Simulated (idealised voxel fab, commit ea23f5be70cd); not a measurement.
process module | voxel transistor to metal
The width of the displayed cross-section, cut, is 150 nm; its cells are square, with a size of 5 nm.
How to read a cross-section here: the picture is a grid of square cells, written as bands going from the top down, and any band can span one or more rows of cells. It is stipulated that each band's entry specify, in nanometres, the height of the top of the band and then that of its bottom, followed by the materials of the band in left-to-right sequence, each together with its width in nanometres. A single material marked by the word "everywhere" is understood to fill the band from edge to edge; the word "empty" is understood to denote empty space. It should be noted that heights are counted from 0, beneath which the wafer as supplied is of one material throughout, and that the lowest band possesses no lower boundary but continues downward, as written in "z 0 and below". Graded width ("30 to 40"): value in top row of band = first number; value in bottom row = second number; row-to-row change constant. Basically "same as before" means that step didn't change any cell in the cross-section. Under "Closed-off voids" you'll find the enclosed gaps, the ones with no way out to the top, that are 8 cells or bigger; each reads width x height at distance, with distance counted from the left edge, everything in nm. Step line, after settings: the simulator's comment on this step. The setting "overlay nm" may be written on the line of a step. When the step uses a mask, the value reports how far to the right of the planned place the mask lay, and a negative value reports that it lay to the left.

# Listed below are the process steps as planned
step 1: RECEIVE, material Si
step 2: CONFORMAL_DEP, material SiO2, thk nm 5
step 3: CONFORMAL_DEP, material SiN, thk nm 15
step 4: DIRECTIONAL_DEP, material aC, thk nm 10
step 5: PATTERN, tone cover, mask id ACTIVE, material resist, width nm 105, thk nm 30, overlay nm 0
step 6: DIRECTIONAL_ETCH, etch materials aC, depth nm 10
step 7: STRIP, etch materials resist
step 8: DIRECTIONAL_ETCH, etch materials SiN, depth nm 15
step 9: DIRECTIONAL_ETCH, etch materials SiO2, depth nm 5
step 10: DIRECTIONAL_ETCH, etch materials Si, depth nm 35
step 11: STRIP, etch materials aC
step 12: OXIDIZE, depth nm 5
step 13: FILL_DEP, material SiO2, thk nm 5
step 14: CMP, height nm 20
step 15: SELECTIVE_ETCH, etch materials SiO2, depth nm 5
step 16: STRIP, etch materials SiN
step 17: SELECTIVE_ETCH, etch materials SiO2, depth nm 5
step 18: OXIDIZE, depth nm 5
step 19: DIRECTIONAL_DEP, material polySi, thk nm 20
step 20: DIRECTIONAL_DEP, material SiCN, thk nm 15
step 21: MASKED_ETCH, tone cover, mask id GATE, width nm 25, etch materials SiCN, depth nm 25, overlay nm 0
step 22: MASKED_ETCH, tone cover, mask id GATE, width nm 25, etch materials polySi, depth nm 30, overlay nm 0
step 23: CONFORMAL_DEP, material SiO2, thk nm 5
step 24: DIRECTIONAL_ETCH, etch materials SiO2, depth nm 5
step 25: CONFORMAL_DEP, material SiN, thk nm 5
step 26: DIRECTIONAL_ETCH, etch materials SiN, depth nm 5
step 27: DIRECTIONAL_ETCH, etch materials SiO2, depth nm 5
step 28: DIRECTIONAL_ETCH, etch materials Si, depth nm 10
step 29: EPI, material pSi, thk nm 15
step 30: FILL_DEP, material SiO2, thk nm 10
step 31: CMP, height nm 35
step 32: DIRECTIONAL_DEP, material SiO2, thk nm 10
step 33: PATTERN, tone open, mask id CONTACT, material resist, width nm 30, pitch nm 65, thk nm 15, overlay nm 0
step 34: DIRECTIONAL_ETCH, etch materials SiO2, depth nm 45
step 35: STRIP, etch materials resist
step 36: CONFORMAL_DEP, material TiN, thk nm 5
step 37: FILL_DEP, material W, thk nm 5
step 38: CMP, height nm 45
step 39: DIRECTIONAL_DEP, material TiN, thk nm 5
step 40: DIRECTIONAL_DEP, material W, thk nm 15
step 41: PATTERN, tone cover, mask id METAL_1, material resist, width nm 20, pitch nm 75, thk nm 20, overlay nm 0
step 42: DIRECTIONAL_ETCH, etch materials W, depth nm 15
step 43: DIRECTIONAL_ETCH, etch materials TiN, depth nm 5
step 44: STRIP, etch materials resist
step 45: FILL_DEP, material lowk, thk nm 10
step 46: CMP, height nm 65
step 47: CONFORMAL_DEP, material SiCN, thk nm 5

# First out of two wafers; run went to plan

# The cross-section here shows the wafer as received, i.e. in its state after step 1
* z 0 and below = Si everywhere
* Closed-off voids: none

# The following cross-section depicts the wafer upon completion of step 2
* z 5 to 0 = SiO2 everywhere
* Below 0, no change.

# The following cross-section depicts the wafer upon completion of step 3
* z 20 to 5 = SiN everywhere
* Below 5, no change.

# The following cross-section depicts the wafer upon completion of step 4
* z 30 to 20 = aC everywhere
* Below 20, no change.

# The following cross-section depicts the wafer upon completion of step 5
* z 60 to 30 = 20 empty; 105 resist; 25 empty
* Below 30, no change.

# The following cross-section depicts the wafer upon completion of step 6
* z 50 to 30 = 20 empty; 105 resist; 25 empty
* z 30 to 20 = 20 empty; 105 aC; 25 empty
* Below 20, no change.

# The following cross-section depicts the wafer upon completion of step 7
* z 30 to 20 = 20 empty; 105 aC; 25 empty
* Below 20, no change.

# The following cross-section depicts the wafer upon completion of step 8
* z 30 to 20 = 20 empty; 105 aC; 25 empty
* z 20 to 5 = 20 empty; 105 SiN; 25 empty
* Below 5, no change.

# The following cross-section depicts the wafer upon completion of step 9
* z 30 to 20 = 20 empty; 105 aC; 25 empty
* z 20 to 5 = 20 empty; 105 SiN; 25 empty
* z 5 to 0 = 20 empty; 105 SiO2; 25 empty
* Below 0, no change.

# The following cross-section depicts the wafer upon completion of step 10
* z 30 to 20 = 20 empty; 105 aC; 25 empty
* z 20 to 5 = 20 empty; 105 SiN; 25 empty
* z 5 to 0 = 20 empty; 105 SiO2; 25 empty
* z 0 to -35 = 20 empty; 105 Si; 25 empty
* Below -35, no change.

# The following cross-section depicts the wafer upon completion of step 11
* z 20 to 5 = 20 empty; 105 SiN; 25 empty
* Below 5, no change.

# The following cross-section depicts the wafer upon completion of step 12
* z 20 to 5 = 20 empty; 105 SiN; 25 empty
* z 5 to 0 = 20 empty; 105 SiO2; 25 empty
* z 0 to -35 = 20 empty; 5 SiO2; 95 Si; 5 SiO2; 25 empty
* z -35 to -40 = 25 SiO2; 95 Si; 30 SiO2
* Below -40, no change.

# The following cross-section depicts the wafer upon completion of step 13
* z 25 to 20 = SiO2 everywhere
* z 20 to 5 = 20 SiO2; 105 SiN; 25 SiO2
* z 5 to 0 = SiO2 everywhere
* z 0 to -40 = 25 SiO2; 95 Si; 30 SiO2
* Below -40, no change.

# The following cross-section depicts the wafer upon completion of step 14
* z 20 to 5 = 20 SiO2; 105 SiN; 25 SiO2
* Below 5, no change.

# The following cross-section depicts the wafer upon completion of step 15
* z 20 to 15 = 20 empty; 105 SiN; 25 empty
* Below 15, no change.

# The following cross-section depicts the wafer upon completion of step 16
* z 15 to 5 = 20 SiO2; 105 empty; 25 SiO2
* Below 5, no change.

# The following cross-section depicts the wafer upon completion of step 17
* z 10 to 0 = 15 SiO2; 115 empty; 20 SiO2
* Below 0, no change.

# The following cross-section depicts the wafer upon completion of step 18
* z 10 to 0 = 15 SiO2; 115 empty; 20 SiO2
* z 0 to -5 = SiO2 everywhere
* Below -5, no change.

# The following cross-section depicts the wafer upon completion of step 19
* z 30 to 20 = 15 polySi; 115 empty; 20 polySi
* z 20 to 10 = polySi everywhere
* z 10 to 0 = 15 SiO2; 115 polySi; 20 SiO2
* Below 0, no change.

# The following cross-section depicts the wafer upon completion of step 20
* z 45 to 35 = 15 SiCN; 115 empty; 20 SiCN
* z 35 to 30 = SiCN everywhere
* z 30 to 20 = 15 polySi; 115 SiCN; 20 polySi
* Below 20, no change.

# The following cross-section depicts the wafer upon completion of step 21
* z 35 to 30 = 60 empty; 25 SiCN; 65 empty
* z 30 to 20 = 15 polySi; 45 empty; 25 SiCN; 45 empty; 20 polySi
* Below 20, no change.

# The following cross-section depicts the wafer upon completion of step 22
* z 35 to 20 = 60 empty; 25 SiCN; 65 empty
* z 20 to 10 = 60 empty; 25 polySi; 65 empty
* z 10 to 0 = 15 SiO2; 45 empty; 25 polySi; 45 empty; 20 SiO2
* Below 0, no change.

# The following cross-section depicts the wafer upon completion of step 23
* z 40 to 35 = 55 empty; 35 SiO2; 60 empty
* z 35 to 20 = 55 empty; 5 SiO2; 25 SiCN; 5 SiO2; 60 empty
* z 20 to 15 = 55 empty; 5 SiO2; 25 polySi; 5 SiO2; 60 empty
* z 15 to 5 = 20 SiO2; 35 empty; 5 SiO2; 25 polySi; 5 SiO2; 35 empty; 25 SiO2
* z 5 to 0 = 60 SiO2; 25 polySi; 65 SiO2
* Below 0, no change.

# The following cross-section depicts the wafer upon completion of step 24
* z 35 to 20 = 55 empty; 5 SiO2; 25 SiCN; 5 SiO2; 60 empty
* z 20 to 10 = 55 empty; 5 SiO2; 25 polySi; 5 SiO2; 60 empty
* z 10 to 0 = 20 SiO2; 35 empty; 5 SiO2; 25 polySi; 5 SiO2; 35 empty; 25 SiO2
* Below 0, no change.

# The following cross-section depicts the wafer upon completion of step 25
* z 40 to 35 = 50 empty; 45 SiN; 55 empty
* z 35 to 20 = 50 empty; 5 SiN; 5 SiO2; 25 SiCN; 5 SiO2; 5 SiN; 55 empty
* z 20 to 15 = 50 empty; 5 SiN; 5 SiO2; 25 polySi; 5 SiO2; 5 SiN; 55 empty
* z 15 to 10 = 25 SiN; 25 empty; 5 SiN; 5 SiO2; 25 polySi; 5 SiO2; 5 SiN; 25 empty; 30 SiN
* z 10 to 5 = 20 SiO2; 5 SiN; 25 empty; 5 SiN; 5 SiO2; 25 polySi; 5 SiO2; 5 SiN; 25 empty; 5 SiN; 25 SiO2
* z 5 to 0 = 20 SiO2; 35 SiN; 5 SiO2; 25 polySi; 5 SiO2; 35 SiN; 25 SiO2
* Below 0, no change.

# The following cross-section depicts the wafer upon completion of step 26
* z 35 to 20 = 50 empty; 5 SiN; 5 SiO2; 25 SiCN; 5 SiO2; 5 SiN; 55 empty
* z 20 to 10 = 50 empty; 5 SiN; 5 SiO2; 25 polySi; 5 SiO2; 5 SiN; 55 empty
* z 10 to 0 = 20 SiO2; 5 SiN; 25 empty; 5 SiN; 5 SiO2; 25 polySi; 5 SiO2; 5 SiN; 25 empty; 5 SiN; 25 SiO2
* Below 0, no change.

# The following cross-section depicts the wafer upon completion of step 27
* z 35 to 30 = 50 empty; 5 SiN; 5 empty; 25 SiCN; 5 empty; 5 SiN; 55 empty
* z 30 to 20 = 50 empty; 5 SiN; 5 SiO2; 25 SiCN; 5 SiO2; 5 SiN; 55 empty
* z 20 to 10 = 50 empty; 5 SiN; 5 SiO2; 25 polySi; 5 SiO2; 5 SiN; 55 empty
* z 10 to 5 = 20 empty; 5 SiN; 25 empty; 5 SiN; 5 SiO2; 25 polySi; 5 SiO2; 5 SiN; 25 empty; 5 SiN; 25 empty
* z 5 to 0 = 20 SiO2; 5 SiN; 25 empty; 5 SiN; 5 SiO2; 25 polySi; 5 SiO2; 5 SiN; 25 empty; 5 SiN; 25 SiO2
* z 0 to -5 = 25 SiO2; 25 empty; 45 SiO2; 25 empty; 30 SiO2
* Below -5, no change.

# The following cross-section depicts the wafer upon completion of step 28
* z 35 to 30 = 50 empty; 5 SiN; 5 empty; 25 SiCN; 5 empty; 5 SiN; 55 empty
* z 30 to 20 = 50 empty; 5 SiN; 5 SiO2; 25 SiCN; 5 SiO2; 5 SiN; 55 empty
* z 20 to 10 = 50 empty; 5 SiN; 5 SiO2; 25 polySi; 5 SiO2; 5 SiN; 55 empty
* z 10 to 5 = 20 empty; 5 SiN; 25 empty; 5 SiN; 5 SiO2; 25 polySi; 5 SiO2; 5 SiN; 25 empty; 5 SiN; 25 empty
* z 5 to 0 = 20 SiO2; 5 SiN; 25 empty; 5 SiN; 5 SiO2; 25 polySi; 5 SiO2; 5 SiN; 25 empty; 5 SiN; 25 SiO2
* z 0 to -5 = 25 SiO2; 25 empty; 45 SiO2; 25 empty; 30 SiO2
* z -5 to -15 = 25 SiO2; 25 empty; 45 Si; 25 empty; 30 SiO2
* Below -15, no change.

# The following cross-section depicts the wafer upon completion of step 29
* z 35 to 30 = 50 empty; 5 SiN; 5 empty; 25 SiCN; 5 empty; 5 SiN; 55 empty
* z 30 to 20 = 50 empty; 5 SiN; 5 SiO2; 25 SiCN; 5 SiO2; 5 SiN; 55 empty
* z 20 to 10 = 50 empty; 5 SiN; 5 SiO2; 25 polySi; 5 SiO2; 5 SiN; 55 empty
* z 10 to 5 = 20 empty; 5 SiN; 10 empty; 15 pSi; 5 SiN; 5 SiO2; 25 polySi; 5 SiO2; 5 SiN; 15 pSi; 10 empty; 5 SiN; 25 empty
* z 5 to 0 = 20 SiO2; 5 SiN; 10 empty; 15 pSi; 5 SiN; 5 SiO2; 25 polySi; 5 SiO2; 5 SiN; 15 pSi; 10 empty; 5 SiN; 25 SiO2
* z 0 to -5 = 25 SiO2; 25 pSi; 45 SiO2; 25 pSi; 30 SiO2
* z -5 to -15 = 25 SiO2; 25 pSi; 45 Si; 25 pSi; 30 SiO2
* Below -15, no change.

# The following cross-section depicts the wafer upon completion of step 30
* z 45 to 35 = SiO2 everywhere
* z 35 to 20 = 50 SiO2; 5 SiN; 5 SiO2; 25 SiCN; 5 SiO2; 5 SiN; 55 SiO2
* z 20 to 10 = 50 SiO2; 5 SiN; 5 SiO2; 25 polySi; 5 SiO2; 5 SiN; 55 SiO2
* z 10 to 0 = 20 SiO2; 5 SiN; 10 SiO2; 15 pSi; 5 SiN; 5 SiO2; 25 polySi; 5 SiO2; 5 SiN; 15 pSi; 10 SiO2; 5 SiN; 25 SiO2
* Below 0, no change.

# The following cross-section depicts the wafer upon completion of step 31
* z 35 to 20 = 50 SiO2; 5 SiN; 5 SiO2; 25 SiCN; 5 SiO2; 5 SiN; 55 SiO2
* Below 20, no change.

# The following cross-section depicts the wafer upon completion of step 32
* z 45 to 35 = SiO2 everywhere
* Below 35, no change.

# The following cross-section depicts the wafer upon completion of step 33
* z 60 to 45 = 25 resist; 30 empty; 35 resist; 30 empty; 30 resist
* Below 45, no change.

# The following cross-section depicts the wafer upon completion of step 34
* z 60 to 45 = 25 resist; 30 empty; 35 resist; 30 empty; 30 resist
* z 45 to 35 = 25 SiO2; 30 empty; 35 SiO2; 30 empty; 30 SiO2
* z 35 to 20 = 25 SiO2; 25 empty; 5 SiN; 5 SiO2; 25 SiCN; 5 SiO2; 5 SiN; 25 empty; 30 SiO2
* z 20 to 10 = 25 SiO2; 25 empty; 5 SiN; 5 SiO2; 25 polySi; 5 SiO2; 5 SiN; 25 empty; 30 SiO2
* z 10 to 0 = 20 SiO2; 5 SiN; 10 empty; 15 pSi; 5 SiN; 5 SiO2; 25 polySi; 5 SiO2; 5 SiN; 15 pSi; 10 empty; 5 SiN; 25 SiO2
* Below 0, no change.

# The following cross-section depicts the wafer upon completion of step 35
* z 45 to 35 = 25 SiO2; 30 empty; 35 SiO2; 30 empty; 30 SiO2
* Below 35, no change.

# The following cross-section depicts the wafer upon completion of step 36
* z 50 to 45 = 30 TiN; 20 empty; 45 TiN; 20 empty; 35 TiN
* z 45 to 35 = 25 SiO2; 5 TiN; 20 to 15 empty; 5 to 10 TiN; 35 SiO2; 5 to 10 TiN; 20 to 15 empty; 5 TiN; 30 SiO2
* z 35 to 20 = 25 SiO2; 5 TiN; 15 empty; 5 TiN; 5 SiN; 5 SiO2; 25 SiCN; 5 SiO2; 5 SiN; 5 TiN; 15 empty; 5 TiN; 30 SiO2
* z 20 to 15 = 25 SiO2; 5 TiN; 15 empty; 5 TiN; 5 SiN; 5 SiO2; 25 polySi; 5 SiO2; 5 SiN; 5 TiN; 15 empty; 5 TiN; 30 SiO2
* z 15 to 10 = 25 SiO2; 25 TiN; 5 SiN; 5 SiO2; 25 polySi; 5 SiO2; 5 SiN; 25 TiN; 30 SiO2
* z 10 to 0 = 20 SiO2; 5 SiN; 10 TiN; 15 pSi; 5 SiN; 5 SiO2; 25 polySi; 5 SiO2; 5 SiN; 15 pSi; 10 TiN; 5 SiN; 25 SiO2
* Below 0, no change.

# The following cross-section depicts the wafer upon completion of step 37
* z 55 to 50 = W everywhere
* z 50 to 45 = 30 TiN; 20 W; 45 TiN; 20 W; 35 TiN
* z 45 to 35 = 25 SiO2; 5 TiN; 20 to 15 W; 5 to 10 TiN; 35 SiO2; 5 to 10 TiN; 20 to 15 W; 5 TiN; 30 SiO2
* z 35 to 20 = 25 SiO2; 5 TiN; 15 W; 5 TiN; 5 SiN; 5 SiO2; 25 SiCN; 5 SiO2; 5 SiN; 5 TiN; 15 W; 5 TiN; 30 SiO2
* z 20 to 15 = 25 SiO2; 5 TiN; 15 W; 5 TiN; 5 SiN; 5 SiO2; 25 polySi; 5 SiO2; 5 SiN; 5 TiN; 15 W; 5 TiN; 30 SiO2
* Below 15, no change.

# The following cross-section depicts the wafer upon completion of step 38
* z 45 to 35 = 25 SiO2; 5 TiN; 20 to 15 W; 5 to 10 TiN; 35 SiO2; 5 to 10 TiN; 20 to 15 W; 5 TiN; 30 SiO2
* Below 35, no change.

# The following cross-section depicts the wafer upon completion of step 39
* z 50 to 45 = TiN everywhere
* Below 45, no change.

# The following cross-section depicts the wafer upon completion of step 40
* z 65 to 50 = W everywhere
* Below 50, no change.

# The following cross-section depicts the wafer upon completion of step 41
* z 85 to 65 = 25 empty; 20 resist; 55 empty; 20 resist; 30 empty
* Below 65, no change.

# The following cross-section depicts the wafer upon completion of step 42
* z 85 to 65 = 25 empty; 20 resist; 55 empty; 20 resist; 30 empty
* z 65 to 50 = 25 empty; 20 W; 55 empty; 20 W; 30 empty
* Below 50, no change.

# The following cross-section depicts the wafer upon completion of step 43
* z 85 to 65 = 25 empty; 20 resist; 55 empty; 20 resist; 30 empty
* z 65 to 50 = 25 empty; 20 W; 55 empty; 20 W; 30 empty
* z 50 to 45 = 25 empty; 20 TiN; 55 empty; 20 TiN; 30 empty
* Below 45, no change.

# The following cross-section depicts the wafer upon completion of step 44
* z 65 to 50 = 25 empty; 20 W; 55 empty; 20 W; 30 empty
* Below 50, no change.

# The following cross-section depicts the wafer upon completion of step 45
* z 75 to 65 = lowk everywhere
* z 65 to 50 = 25 lowk; 20 W; 55 lowk; 20 W; 30 lowk
* z 50 to 45 = 25 lowk; 20 TiN; 55 lowk; 20 TiN; 30 lowk
* Below 45, no change.

# The following cross-section depicts the wafer upon completion of step 46
* z 65 to 50 = 25 lowk; 20 W; 55 lowk; 20 W; 30 lowk
* Below 50, no change.

# The following cross-section depicts the wafer upon completion of step 47
* z 70 to 65 = SiCN everywhere
* Below 65, no change.

# The Second Wafer: Common Origin and Plan, One Mistake in Execution, Identical to the First Through Step 32

# Second wafer, cut view, end of step 33 per plan
* z 60 to 45 = 30 resist; 20 empty; 45 resist; 20 empty; 35 resist
* Below 45, no change.

# Second wafer, cut view, end of step 34 per plan
* z 60 to 45 = 30 resist; 20 empty; 45 resist; 20 empty; 35 resist
* z 45 to 35 = 30 SiO2; 20 empty; 45 SiO2; 20 empty; 35 SiO2
* z 35 to 20 = 30 SiO2; 20 empty; 5 SiN; 5 SiO2; 25 SiCN; 5 SiO2; 5 SiN; 20 empty; 35 SiO2
* z 20 to 10 = 30 SiO2; 20 empty; 5 SiN; 5 SiO2; 25 polySi; 5 SiO2; 5 SiN; 20 empty; 35 SiO2
* z 10 to 0 = 20 SiO2; 5 SiN; 5 SiO2; 5 empty; 15 pSi; 5 SiN; 5 SiO2; 25 polySi; 5 SiO2; 5 SiN; 15 pSi; 5 empty; 5 SiO2; 5 SiN; 25 SiO2
* Below 0, no change.

# Second wafer, cut view, end of step 35 per plan
* z 45 to 35 = 30 SiO2; 20 empty; 45 SiO2; 20 empty; 35 SiO2
* Below 35, no change.

# Second wafer, cut view, end of step 36 per plan
* z 50 to 45 = 35 TiN; 10 empty; 55 TiN; 10 empty; 40 TiN
* z 45 to 35 = 30 SiO2; 5 TiN; 10 empty; 5 TiN; 45 SiO2; 5 TiN; 10 empty; 5 TiN; 35 SiO2
* z 35 to 20 = 30 SiO2; 5 TiN; 10 empty; 5 TiN; 5 SiN; 5 SiO2; 25 SiCN; 5 SiO2; 5 SiN; 5 TiN; 10 empty; 5 TiN; 35 SiO2
* z 20 to 15 = 30 SiO2; 5 TiN; 10 empty; 5 TiN; 5 SiN; 5 SiO2; 25 polySi; 5 SiO2; 5 SiN; 5 TiN; 10 empty; 5 TiN; 35 SiO2
* z 15 to 10 = 30 SiO2; 20 TiN; 5 SiN; 5 SiO2; 25 polySi; 5 SiO2; 5 SiN; 20 TiN; 35 SiO2
* z 10 to 0 = 20 SiO2; 5 SiN; 5 SiO2; 5 TiN; 15 pSi; 5 SiN; 5 SiO2; 25 polySi; 5 SiO2; 5 SiN; 15 pSi; 5 TiN; 5 SiO2; 5 SiN; 25 SiO2
* Below 0, no change.

# Second wafer, cut view, end of step 37 per plan
* z 55 to 50 = W everywhere
* z 50 to 45 = 35 TiN; 10 W; 55 TiN; 10 W; 40 TiN
* z 45 to 35 = 30 SiO2; 5 TiN; 10 W; 5 TiN; 45 SiO2; 5 TiN; 10 W; 5 TiN; 35 SiO2
* z 35 to 20 = 30 SiO2; 5 TiN; 10 W; 5 TiN; 5 SiN; 5 SiO2; 25 SiCN; 5 SiO2; 5 SiN; 5 TiN; 10 W; 5 TiN; 35 SiO2
* z 20 to 15 = 30 SiO2; 5 TiN; 10 W; 5 TiN; 5 SiN; 5 SiO2; 25 polySi; 5 SiO2; 5 SiN; 5 TiN; 10 W; 5 TiN; 35 SiO2
* Below 15, no change.

# Second wafer, cut view, end of step 38 per plan
* z 45 to 35 = 30 SiO2; 5 TiN; 10 W; 5 TiN; 45 SiO2; 5 TiN; 10 W; 5 TiN; 35 SiO2
* Below 35, no change.

# Second wafer, cut view, end of step 39 per plan
* z 50 to 45 = TiN everywhere
* Below 45, no change.

# Second wafer, cut view, end of step 40 per plan
* z 65 to 50 = W everywhere
* Below 50, no change.

# Second wafer, cut view, end of step 41 per plan
* z 85 to 65 = 25 empty; 20 resist; 55 empty; 20 resist; 30 empty
* Below 65, no change.

# Second wafer, cut view, end of step 42 per plan
* z 85 to 65 = 25 empty; 20 resist; 55 empty; 20 resist; 30 empty
* z 65 to 50 = 25 empty; 20 W; 55 empty; 20 W; 30 empty
* Below 50, no change.

# Second wafer, cut view, end of step 43 per plan
* z 85 to 65 = 25 empty; 20 resist; 55 empty; 20 resist; 30 empty
* z 65 to 50 = 25 empty; 20 W; 55 empty; 20 W; 30 empty
* z 50 to 45 = 25 empty; 20 TiN; 55 empty; 20 TiN; 30 empty
* Below 45, no change.

# Second wafer, cut view, end of step 44 per plan
* z 65 to 50 = 25 empty; 20 W; 55 empty; 20 W; 30 empty
* Below 50, no change.

# Second wafer, cut view, end of step 45 per plan
* z 75 to 65 = lowk everywhere
* z 65 to 50 = 25 lowk; 20 W; 55 lowk; 20 W; 30 lowk
* z 50 to 45 = 25 lowk; 20 TiN; 55 lowk; 20 TiN; 30 lowk
* Below 45, no change.

# Second wafer, cut view, end of step 46 per plan
* z 65 to 50 = 25 lowk; 20 W; 55 lowk; 20 W; 30 lowk
* Below 50, no change.

# Second wafer, cut view, end of step 47 per plan
* z 70 to 65 = SiCN everywhere
* Below 65, no change.
Heads up, the wafer didn't run the way we planned it: step 33 did not happen as planned, as run it was PATTERN, tone open, mask id CONTACT, material resist, width nm 20, pitch nm 65, thk nm 15, overlay nm 0
Materials where the second wafer ends with more or fewer cells than the first: SiO2 +22, TiN -8, W -14
